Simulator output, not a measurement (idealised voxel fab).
Process module, titled voxel local oxidation
Xsec cut, 230 nm wide, square cell size 5 nm.
Just so we're on the same page, the cross-sections are grids of square cells, and they're listed out in bands top to bottom, each band one or more rows deep. A band entry consists of two parts. The first gives the height of the band's top and the height of its bottom, in nm. The rest lists the band's materials from left to right, each with its width in nm. A single material labelled with the word "everywhere" fills the band from edge to edge, and the word "blank" marks empty space. Height is counted from the level 0, under which the received wafer is composed throughout of one material. The lowest of the bands is not closed at the bottom but continues downward, in the notation "top 0, no bottom". Read "30->40" as a graded width: first number on top, second number at the bottom, same change between each pair of neighbouring rows. For the purposes of this document, the phrase "all unchanged" attached to a step denotes that no cell within the cross-section was modified by that step. Entry "Closed void register". Content: empty spaces with no open connection to the top, size 8 cells or greater. Each: width x height at distance. Distance: from left edge. Unit: nm. Anything after a step's settings on that line? It's the simulator's own note about the step. overlay nm: right-of-plan distance of the mask on a masked step; negative values mean left-of-plan.
Listed below are the process steps as planned
1: RECEIVE,material Si
2: CONFORMAL_DEP,material SiO2,thk nm 5
3: CONFORMAL_DEP,material SiN,thk nm 15
4: PATTERN,tone cover,mask id ACTIVE,material resist,width nm 90,thk nm 15,overlay nm -15
5: DIRECTIONAL_ETCH,etch materials SiN,depth nm 15
6: STRIP,etch materials resist
7: SELECTIVE_ETCH,etch materials SiO2,depth nm 5
8: OXIDIZE,depth nm 10
9: STRIP,etch materials SiN
Be aware that, although all wafers share a common starting state, the overlay nm at step 4 differs among them, and the plan displays the first wafer's value.
Received wafers, first of several: cross-section after step 1
    top 0, no bottom: Si everywhere
    Closed void register: none
Row per wafer, end-of-module: cell gain (+)/loss (-) by material since the wafer came in, then closed voids
overlay nm -15, -68 Si, +84 SiO2, Closed void register: none
overlay nm -10, -68 Si, +84 SiO2, Closed void register: none
overlay nm -5, -68 Si, +84 SiO2, Closed void register: none
overlay nm 0, -68 Si, +84 SiO2, Closed void register: none
overlay nm 5, -68 Si, +84 SiO2, Closed void register: none
overlay nm 10, -68 Si, +84 SiO2, Closed void register: none
overlay nm 15, -68 Si, +84 SiO2, Closed void register: none
